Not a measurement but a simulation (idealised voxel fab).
The process module presented herein is designated voxel ribs on slabs.
cross-section cut | 195 nm wide | cells 5 nm
Reading order for cross-sections: top band down to bottom band. Underlying form: a grid of square cells. Band size: one or more rows of cells. Top height, bottom height, nm. Materials left to right, width each, nm. Single material + "everywhere" = fills band edge to edge. "empty" = empty. Height is counted from the level 0, under which the received wafer is composed throughout of one material. The lowest of the bands is not closed at the bottom but continues downward, in the notation "0 down". Width spec "30->40" -> top row of cells at first value, bottom row at second value, equal per-row change in between. Where the words "no alteration" appear for a step, the cross-section shows no cell changed by that step; every cell remained as before. Reported under the label "Enclosed cavities" are the empty spaces having no open way to the top and comprising 8 cells or more; the notation for each is width x height at distance, in which the distance is measured from the left edge and all three values are in nm. Where a step's line continues beyond its settings, the continuation is a remark by the simulator itself on that step. A step line may carry the setting "overlay nm", which, for steps involving a mask, states the distance by which the mask lay to the right of its intended position; negative values denote displacement to the left.
Steps planned for the process:
1. RECEIVE | material Si
2. DIRECTIONAL_DEP | material SiO2 | thk nm 25
3. DIRECTIONAL_DEP | material polySi | thk nm 20
4. MASKED_ETCH | tone cover | mask id RIB | width nm 15 | etch materials polySi | depth nm 15 | overlay nm 0
5. DIRECTIONAL_DEP | material aC | thk nm 15
6. PATTERN | tone cover | mask id SLAB | material resist | width nm 65 | thk nm 35 | overlay nm 0
7. DIRECTIONAL_ETCH | etch materials aC | depth nm 15
8. STRIP | etch materials resist
9. DIRECTIONAL_ETCH | etch materials polySi | depth nm 5
10. STRIP | etch materials aC
11. FILL_DEP | material SiO2 | thk nm 20
12. CMP | height nm 55
13. DIRECTIONAL_DEP | material TiN | thk nm 5
14. PATTERN | tone cover | mask id HEATER | material resist | width nm 25 | thk nm 20 | overlay nm 0
15. DIRECTIONAL_ETCH | etch materials TiN | depth nm 5
16. STRIP | etch materials resist
17. CONFORMAL_DEP | material SiN | thk nm 5
Cross-section of the wafer at receipt, which is the condition after step 1:
0 down  Si everywhere
Enclosed cavities: none
Same starting wafer, same plan as above, one mistake in the execution; this is the cross-section at the end of the module:
65 to 60  empty (80) / SiN (35) / empty (80)
60 to 55  SiN (85) / TiN (25) / SiN (85)
55 to 20  SiO2 everywhere
20 to 0  polySi everywhere
0 down  Si everywhere
Enclosed cavities: none
What was the processing mistake? the processing plan was not followed for steps 2 and 3, which were run with their positions exchanged
